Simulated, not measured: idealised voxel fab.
process module | voxel ribs on slabs
cross-section cut | 155 nm wide | cells 5 nm
A cross-section is a grid of square cells, given in bands from the top down. A band is one or more rows of cells.
Each band's line starts with the height of the band's top and of its bottom, in nm. Then come its materials from left to right, each with its width in nm. One material with "throughout" fills the band from edge to edge. "air" is empty space.
Height 0 is the level under which the wafer as received is all one material. The lowest band goes on downwards, as in "0 down".
A width such as "30 to 40" changes by the same amount from each row of cells to the next, from the band's top row to its bottom row.
"no change" after a step means that no cell of the cross-section changed.
closed voids: empty space of 8 cells or more with no open way to the top, each as width x height at its distance from the left edge, in nm
after a step's settings: what the simulator itself notes on the step
overlay nm, on a step with a mask: how far to the right of its planned place the mask lay; to the left if negative
plan
1 op RECEIVE | material Si
2 op DIRECTIONAL_DEP | material SiO2 | thk nm 30
3 op DIRECTIONAL_DEP | material SiN | thk nm 20
4 op MASKED_ETCH | tone cover | mask id RIB | width nm 20 | etch materials SiN | depth nm 15 | overlay nm 0
5 op MASKED_ETCH | tone cover | mask id SLAB | width nm 50 | etch materials SiN | depth nm 5 | overlay nm 0
6 op FILL_DEP | material SiO2 | thk nm 25
7 op CMP | height nm 65
8 op DIRECTIONAL_DEP | material TiN | thk nm 10
9 op PATTERN | tone cover | mask id HEATER | material resist | width nm 30 | thk nm 20 | overlay nm 0
10 op DIRECTIONAL_ETCH | etch materials TiN | depth nm 10
11 op STRIP | etch materials resist
12 op CONFORMAL_DEP | material SiO2 | thk nm 10
as received, after step 1
  0 down: Si throughout
  closed voids: none
a wafer at the end: this start, this plan, one mistake
  75 to 65: air 60 | TiN 30 | air 65
  65 to 50: SiO2 throughout
  50 to 35: SiO2 65 | SiN 20 | SiO2 70
  35 to 30: SiO2 50 | SiN 50 | SiO2 55
  30 to 0: SiO2 throughout
  0 down: Si throughout
  closed voids: none
what went wrong: step 12 was left out
